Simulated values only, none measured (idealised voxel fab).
Documented hereafter: the process module known as voxel capacitor over wiring.
Each square cell in cross-section cut measures 5 nm, and the section as a whole is 225 nm wide.
Cross-section spec: square-cell grid; bands listed top down; each band is one or more rows. The entry gives the band's vertical extent as a top height and a bottom height in nm, then its horizontal make-up as materials from left to right, each with a width in nm. "air" stands for empty space; a single material marked "full width" fills the band edge to edge. A quick word on heights: they are counted from 0, and under that level the wafer as it came to us is one material throughout. The lowest band is different from the rest in having no bottom; it simply continues downward, written as in "from 0 down". The expression "30 to 40" gives the width at the extremes of the band, the first number at its top row of cells and the second at its bottom row, with the width changing by equal amounts from each row to the next in between. Any step labelled "remains unaltered" changed none of the cells in the cross-section. Empty spaces without an open route to the top, at least 8 cells in extent, make up the entry "Completely enclosed voids"; each is given as width x height at distance, where the distance is measured from the left edge, and all are in nm. Read whatever lies past the settings on a step's line as the simulator's own remark about the step. The line of a step may include "overlay nm". On a step with a mask, this value is how far to the right of its planned place the mask lay. A negative value means the mask lay to the left.
**The planned process steps are enumerated hereunder**
step 1: RECEIVE [material Si]
step 2: CONFORMAL_DEP [material SiO2] [thk nm 10]
step 3: CONFORMAL_DEP [material SiN] [thk nm 5]
step 4: DIRECTIONAL_DEP [material lowk] [thk nm 25]
step 5: DIRECTIONAL_DEP [material aC] [thk nm 15]
step 6: PATTERN [tone open] [mask id METAL_1] [material resist] [width nm 25] [pitch nm 80] [thk nm 30] [overlay nm 0]
step 7: DIRECTIONAL_ETCH [etch materials aC] [depth nm 15]
step 8: STRIP [etch materials resist]
step 9: DIRECTIONAL_ETCH [etch materials lowk] [depth nm 25]
step 10: DIRECTIONAL_ETCH [etch materials SiN] [depth nm 5]
step 11: STRIP [etch materials aC]
step 12: CONFORMAL_DEP [material TiN] [thk nm 5]
step 13: FILL_DEP [material Ru] [thk nm 5]
step 14: CMP [height nm 40]
step 15: EPI [material Ru] [thk nm 5]
step 16: FILL_DEP [material SiCN] [thk nm 5]
step 17: DIRECTIONAL_DEP [material lowk] [thk nm 20]
step 18: DIRECTIONAL_DEP [material aC] [thk nm 10]
step 19: PATTERN [tone open] [mask id PLUG_1] [material resist] [width nm 15] [thk nm 25] [overlay nm 0]
step 20: DIRECTIONAL_ETCH [etch materials aC] [depth nm 10]
step 21: STRIP [etch materials resist]
step 22: DIRECTIONAL_ETCH [etch materials lowk] [depth nm 20]
step 23: DIRECTIONAL_ETCH [etch materials SiCN] [depth nm 5]
step 24: STRIP [etch materials aC]
step 25: EPI [material Ru] [thk nm 10]
step 26: EPI [material Ru] [thk nm 10]
step 27: EPI [material Ru] [thk nm 5]
step 28: DIRECTIONAL_DEP [material TiN] [thk nm 10]
step 29: DIRECTIONAL_DEP [material HfO2] [thk nm 5]
step 30: DIRECTIONAL_DEP [material TiN] [thk nm 10]
step 31: MASKED_ETCH [tone cover] [mask id UPPER_PLATE] [width nm 60] [etch materials TiN] [depth nm 10] [overlay nm 0]
step 32: MASKED_ETCH [tone cover] [mask id UPPER_PLATE] [width nm 60] [etch materials HfO2] [depth nm 5] [overlay nm 0]
step 33: MASKED_ETCH [tone cover] [mask id LOWER_PLATE] [width nm 70] [etch materials TiN] [depth nm 10] [overlay nm 0]
step 34: FILL_DEP [material SiO2] [thk nm 15]
step 35: CMP [height nm 105]
step 36: MASKED_ETCH [tone open] [mask id PLUG_2] [width nm 15] [etch materials SiO2] [depth nm 10] [overlay nm 0]
step 37: CONFORMAL_DEP [material TiN] [thk nm 5]
step 38: FILL_DEP [material W] [thk nm 10]
step 39: CMP [height nm 105]
step 40: CONFORMAL_DEP [material SiCN] [thk nm 5]
**First of two wafers, processed according to plan**
**Cross-section, incoming material, after step 1**
    from 0 down  Si full width
    Completely enclosed voids: none
**Wafer xsec, post step 2**
    from 10 to 0  SiO2 full width
    Unchanged below 0.
**Wafer xsec, post step 3**
    from 15 to 10  SiN full width
    Unchanged below 10.
**Wafer xsec, post step 4**
    from 40 to 15  lowk full width
    Unchanged below 15.
**Wafer xsec, post step 5**
    from 55 to 40  aC full width
    Unchanged below 40.
**Wafer xsec, post step 6**
    from 85 to 55  resist: 60 | air: 25 | resist: 55 | air: 25 | resist: 60
    Unchanged below 55.
**Wafer xsec, post step 7**
    from 70 to 55  resist: 60 | air: 25 | resist: 55 | air: 25 | resist: 60
    from 55 to 40  aC: 60 | air: 25 | aC: 55 | air: 25 | aC: 60
    Unchanged below 40.
**Wafer xsec, post step 8**
    from 55 to 40  aC: 60 | air: 25 | aC: 55 | air: 25 | aC: 60
    Unchanged below 40.
**Wafer xsec, post step 9**
    from 55 to 40  aC: 60 | air: 25 | aC: 55 | air: 25 | aC: 60
    from 40 to 15  lowk: 60 | air: 25 | lowk: 55 | air: 25 | lowk: 60
    Unchanged below 15.
**Wafer xsec, post step 10**
    from 55 to 40  aC: 60 | air: 25 | aC: 55 | air: 25 | aC: 60
    from 40 to 15  lowk: 60 | air: 25 | lowk: 55 | air: 25 | lowk: 60
    from 15 to 10  SiN: 60 | air: 25 | SiN: 55 | air: 25 | SiN: 60
    Unchanged below 10.
**Wafer xsec, post step 11**
    from 40 to 15  lowk: 60 | air: 25 | lowk: 55 | air: 25 | lowk: 60
    Unchanged below 15.
**Wafer xsec, post step 12**
    from 45 to 40  TiN: 65 | air: 15 | TiN: 65 | air: 15 | TiN: 65
    from 40 to 15  lowk: 60 | TiN: 5 | air: 15 | TiN: 5 | lowk: 55 | TiN: 5 | air: 15 | TiN: 5 | lowk: 60
    from 15 to 10  SiN: 60 | TiN: 25 | SiN: 55 | TiN: 25 | SiN: 60
    Unchanged below 10.
**Wafer xsec, post step 13**
    from 50 to 45  Ru full width
    from 45 to 40  TiN: 65 | Ru: 15 | TiN: 65 | Ru: 15 | TiN: 65
    from 40 to 15  lowk: 60 | TiN: 5 | Ru: 15 | TiN: 5 | lowk: 55 | TiN: 5 | Ru: 15 | TiN: 5 | lowk: 60
    Unchanged below 15.
**Wafer xsec, post step 14**
    from 40 to 15  lowk: 60 | TiN: 5 | Ru: 15 | TiN: 5 | lowk: 55 | TiN: 5 | Ru: 15 | TiN: 5 | lowk: 60
    Unchanged below 15.
**Wafer xsec, post step 15**
    from 45 to 40  air: 55 | Ru: 35 | air: 45 | Ru: 35 | air: 55
    Unchanged below 40.
**Wafer xsec, post step 16**
    from 50 to 45  SiCN full width
    from 45 to 40  SiCN: 55 | Ru: 35 | SiCN: 45 | Ru: 35 | SiCN: 55
    Unchanged below 40.
**Wafer xsec, post step 17**
    from 70 to 50  lowk full width
    Unchanged below 50.
**Wafer xsec, post step 18**
    from 80 to 70  aC full width
    Unchanged below 70.
**Wafer xsec, post step 19**
    from 105 to 80  resist: 70 | air: 15 | resist: 140
    Unchanged below 80.
**Wafer xsec, post step 20**
    from 95 to 80  resist: 70 | air: 15 | resist: 140
    from 80 to 70  aC: 70 | air: 15 | aC: 140
    Unchanged below 70.
**Wafer xsec, post step 21**
    from 80 to 70  aC: 70 | air: 15 | aC: 140
    Unchanged below 70.
**Wafer xsec, post step 22**
    from 80 to 70  aC: 70 | air: 15 | aC: 140
    from 70 to 50  lowk: 70 | air: 15 | lowk: 140
    Unchanged below 50.
**Wafer xsec, post step 23**
    from 80 to 70  aC: 70 | air: 15 | aC: 140
    from 70 to 50  lowk: 70 | air: 15 | lowk: 140
    from 50 to 45  SiCN: 70 | air: 15 | SiCN: 140
    Unchanged below 45.
**Wafer xsec, post step 24**
    from 70 to 50  lowk: 70 | air: 15 | lowk: 140
    Unchanged below 50.
**Wafer xsec, post step 25**
    from 70 to 55  lowk: 70 | air: 15 | lowk: 140
    from 55 to 50  lowk: 70 | Ru: 15 | lowk: 140
    from 50 to 45  SiCN: 70 | Ru: 15 | SiCN: 140
    Unchanged below 45.
**Wafer xsec, post step 26**
    from 70 to 65  lowk: 70 | air: 15 | lowk: 140
    from 65 to 50  lowk: 70 | Ru: 15 | lowk: 140
    Unchanged below 50.
**Wafer xsec, post step 27**
    from 70 to 50  lowk: 70 | Ru: 15 | lowk: 140
    Unchanged below 50.
**Wafer xsec, post step 28**
    from 80 to 70  TiN full width
    Unchanged below 70.
**Wafer xsec, post step 29**
    from 85 to 80  HfO2 full width
    Unchanged below 80.
**Wafer xsec, post step 30**
    from 95 to 85  TiN full width
    Unchanged below 85.
**Wafer xsec, post step 31**
    from 95 to 85  air: 70 | TiN: 60 | air: 95
    Unchanged below 85.
**Wafer xsec, post step 32**
    from 95 to 85  air: 70 | TiN: 60 | air: 95
    from 85 to 80  air: 70 | HfO2: 60 | air: 95
    Unchanged below 80.
**Wafer xsec, post step 33**
    from 95 to 85  air: 70 | TiN: 60 | air: 95
    from 85 to 80  air: 70 | HfO2: 60 | air: 95
    from 80 to 70  air: 65 | TiN: 70 | air: 90
    Unchanged below 70.
**Wafer xsec, post step 34**
    from 110 to 95  SiO2 full width
    from 95 to 85  SiO2: 70 | TiN: 60 | SiO2: 95
    from 85 to 80  SiO2: 70 | HfO2: 60 | SiO2: 95
    from 80 to 70  SiO2: 65 | TiN: 70 | SiO2: 90
    Unchanged below 70.
**Wafer xsec, post step 35**
    from 105 to 95  SiO2 full width
    Unchanged below 95.
**Wafer xsec, post step 36**
    from 105 to 95  SiO2: 80 | air: 15 | SiO2: 130
    Unchanged below 95.
**Wafer xsec, post step 37**
    from 110 to 105  TiN: 85 | air: 5 | TiN: 135
    from 105 to 100  SiO2: 80 | TiN: 5 | air: 5 | TiN: 5 | SiO2: 130
    from 100 to 95  SiO2: 80 | TiN: 15 | SiO2: 130
    Unchanged below 95.
**Wafer xsec, post step 38**
    from 120 to 110  W full width
    from 110 to 105  TiN: 85 | W: 5 | TiN: 135
    from 105 to 100  SiO2: 80 | TiN: 5 | W: 5 | TiN: 5 | SiO2: 130
    Unchanged below 100.
**Wafer xsec, post step 39**
    from 105 to 100  SiO2: 80 | TiN: 5 | W: 5 | TiN: 5 | SiO2: 130
    Unchanged below 100.
**Wafer xsec, post step 40**
    from 110 to 105  SiCN full width
    Unchanged below 105.
**The remaining wafer, second of the two, started like the first and was run to the same plan, except that one mistake was made along the way; the two coincide through step 5, inclusive**
**Second wafer shown in cross-section at the time step 6 was slated to end**
    from 85 to 55  resist: 70 | air: 25 | resist: 55 | air: 25 | resist: 50
    Unchanged below 55.
**Second wafer shown in cross-section at the time step 7 was slated to end**
    from 70 to 55  resist: 70 | air: 25 | resist: 55 | air: 25 | resist: 50
    from 55 to 40  aC: 70 | air: 25 | aC: 55 | air: 25 | aC: 50
    Unchanged below 40.
**Second wafer shown in cross-section at the time step 8 was slated to end**
    from 55 to 40  aC: 70 | air: 25 | aC: 55 | air: 25 | aC: 50
    Unchanged below 40.
**Second wafer shown in cross-section at the time step 9 was slated to end**
    from 55 to 40  aC: 70 | air: 25 | aC: 55 | air: 25 | aC: 50
    from 40 to 15  lowk: 70 | air: 25 | lowk: 55 | air: 25 | lowk: 50
    Unchanged below 15.
**Second wafer shown in cross-section at the time step 10 was slated to end**
    from 55 to 40  aC: 70 | air: 25 | aC: 55 | air: 25 | aC: 50
    from 40 to 15  lowk: 70 | air: 25 | lowk: 55 | air: 25 | lowk: 50
    from 15 to 10  SiN: 70 | air: 25 | SiN: 55 | air: 25 | SiN: 50
    Unchanged below 10.
**Second wafer shown in cross-section at the time step 11 was slated to end**
    from 40 to 15  lowk: 70 | air: 25 | lowk: 55 | air: 25 | lowk: 50
    Unchanged below 15.
**Second wafer shown in cross-section at the time step 12 was slated to end**
    from 45 to 40  TiN: 75 | air: 15 | TiN: 65 | air: 15 | TiN: 55
    from 40 to 15  lowk: 70 | TiN: 5 | air: 15 | TiN: 5 | lowk: 55 | TiN: 5 | air: 15 | TiN: 5 | lowk: 50
    from 15 to 10  SiN: 70 | TiN: 25 | SiN: 55 | TiN: 25 | SiN: 50
    Unchanged below 10.
**Second wafer shown in cross-section at the time step 13 was slated to end**
    from 50 to 45  Ru full width
    from 45 to 40  TiN: 75 | Ru: 15 | TiN: 65 | Ru: 15 | TiN: 55
    from 40 to 15  lowk: 70 | TiN: 5 | Ru: 15 | TiN: 5 | lowk: 55 | TiN: 5 | Ru: 15 | TiN: 5 | lowk: 50
    Unchanged below 15.
**Second wafer shown in cross-section at the time step 14 was slated to end**
    from 40 to 15  lowk: 70 | TiN: 5 | Ru: 15 | TiN: 5 | lowk: 55 | TiN: 5 | Ru: 15 | TiN: 5 | lowk: 50
    Unchanged below 15.
**Second wafer shown in cross-section at the time step 15 was slated to end**
    from 45 to 40  air: 65 | Ru: 35 | air: 45 | Ru: 35 | air: 45
    Unchanged below 40.
**Second wafer shown in cross-section at the time step 16 was slated to end**
    from 50 to 45  SiCN full width
    from 45 to 40  SiCN: 65 | Ru: 35 | SiCN: 45 | Ru: 35 | SiCN: 45
    Unchanged below 40.
**Second wafer shown in cross-section at the time step 17 was slated to end**
    from 70 to 50  lowk full width
    Unchanged below 50.
**Second wafer shown in cross-section at the time step 18 was slated to end**
    from 80 to 70  aC full width
    Unchanged below 70.
**Second wafer shown in cross-section at the time step 19 was slated to end**
    from 105 to 80  resist: 70 | air: 15 | resist: 140
    Unchanged below 80.
**Second wafer shown in cross-section at the time step 20 was slated to end**
    from 95 to 80  resist: 70 | air: 15 | resist: 140
    from 80 to 70  aC: 70 | air: 15 | aC: 140
    Unchanged below 70.
**Second wafer shown in cross-section at the time step 21 was slated to end**
    from 80 to 70  aC: 70 | air: 15 | aC: 140
    Unchanged below 70.
**Second wafer shown in cross-section at the time step 22 was slated to end**
    from 80 to 70  aC: 70 | air: 15 | aC: 140
    from 70 to 50  lowk: 70 | air: 15 | lowk: 140
    Unchanged below 50.
**Second wafer shown in cross-section at the time step 23 was slated to end**
    from 80 to 70  aC: 70 | air: 15 | aC: 140
    from 70 to 50  lowk: 70 | air: 15 | lowk: 140
    from 50 to 45  SiCN: 70 | air: 15 | SiCN: 140
    Unchanged below 45.
**Second wafer shown in cross-section at the time step 24 was slated to end**
    from 70 to 50  lowk: 70 | air: 15 | lowk: 140
    Unchanged below 50.
**Second wafer shown in cross-section at the time step 25 was slated to end**
    from 70 to 55  lowk: 70 | air: 15 | lowk: 140
    from 55 to 50  lowk: 70 | Ru: 15 | lowk: 140
    from 50 to 45  SiCN: 70 | Ru: 15 | SiCN: 140
    Unchanged below 45.
**Second wafer shown in cross-section at the time step 26 was slated to end**
    from 70 to 65  lowk: 70 | air: 15 | lowk: 140
    from 65 to 50  lowk: 70 | Ru: 15 | lowk: 140
    Unchanged below 50.
**Second wafer shown in cross-section at the time step 27 was slated to end**
    from 70 to 50  lowk: 70 | Ru: 15 | lowk: 140
    Unchanged below 50.
**Second wafer shown in cross-section at the time step 28 was slated to end**
    from 80 to 70  TiN full width
    Unchanged below 70.
**Second wafer shown in cross-section at the time step 29 was slated to end**
    from 85 to 80  HfO2 full width
    Unchanged below 80.
**Second wafer shown in cross-section at the time step 30 was slated to end**
    from 95 to 85  TiN full width
    Unchanged below 85.
**Second wafer shown in cross-section at the time step 31 was slated to end**
    from 95 to 85  air: 70 | TiN: 60 | air: 95
    Unchanged below 85.
**Second wafer shown in cross-section at the time step 32 was slated to end**
    from 95 to 85  air: 70 | TiN: 60 | air: 95
    from 85 to 80  air: 70 | HfO2: 60 | air: 95
    Unchanged below 80.
**Second wafer shown in cross-section at the time step 33 was slated to end**
    from 95 to 85  air: 70 | TiN: 60 | air: 95
    from 85 to 80  air: 70 | HfO2: 60 | air: 95
    from 80 to 70  air: 65 | TiN: 70 | air: 90
    Unchanged below 70.
**Second wafer shown in cross-section at the time step 34 was slated to end**
    from 110 to 95  SiO2 full width
    from 95 to 85  SiO2: 70 | TiN: 60 | SiO2: 95
    from 85 to 80  SiO2: 70 | HfO2: 60 | SiO2: 95
    from 80 to 70  SiO2: 65 | TiN: 70 | SiO2: 90
    Unchanged below 70.
**Second wafer shown in cross-section at the time step 35 was slated to end**
    from 105 to 95  SiO2 full width
    Unchanged below 95.
**Second wafer shown in cross-section at the time step 36 was slated to end**
    from 105 to 95  SiO2: 80 | air: 15 | SiO2: 130
    Unchanged below 95.
**Second wafer shown in cross-section at the time step 37 was slated to end**
    from 110 to 105  TiN: 85 | air: 5 | TiN: 135
    from 105 to 100  SiO2: 80 | TiN: 5 | air: 5 | TiN: 5 | SiO2: 130
    from 100 to 95  SiO2: 80 | TiN: 15 | SiO2: 130
    Unchanged below 95.
**Second wafer shown in cross-section at the time step 38 was slated to end**
    from 120 to 110  W full width
    from 110 to 105  TiN: 85 | W: 5 | TiN: 135
    from 105 to 100  SiO2: 80 | TiN: 5 | W: 5 | TiN: 5 | SiO2: 130
    Unchanged below 100.
**Second wafer shown in cross-section at the time step 39 was slated to end**
    from 105 to 100  SiO2: 80 | TiN: 5 | W: 5 | TiN: 5 | SiO2: 130
    Unchanged below 100.
**Second wafer shown in cross-section at the time step 40 was slated to end**
    from 110 to 105  SiCN full width
    Unchanged below 105.
Finding, execution versus plan: step 6 did not use the planned setting and instead ran as PATTERN [tone open] [mask id METAL_1] [material resist] [width nm 25] [pitch nm 80] [thk nm 30] [overlay nm 10]
When the process is done, the second wafer contains the same cell count of every material as the first wafer, but distributed over other locations.
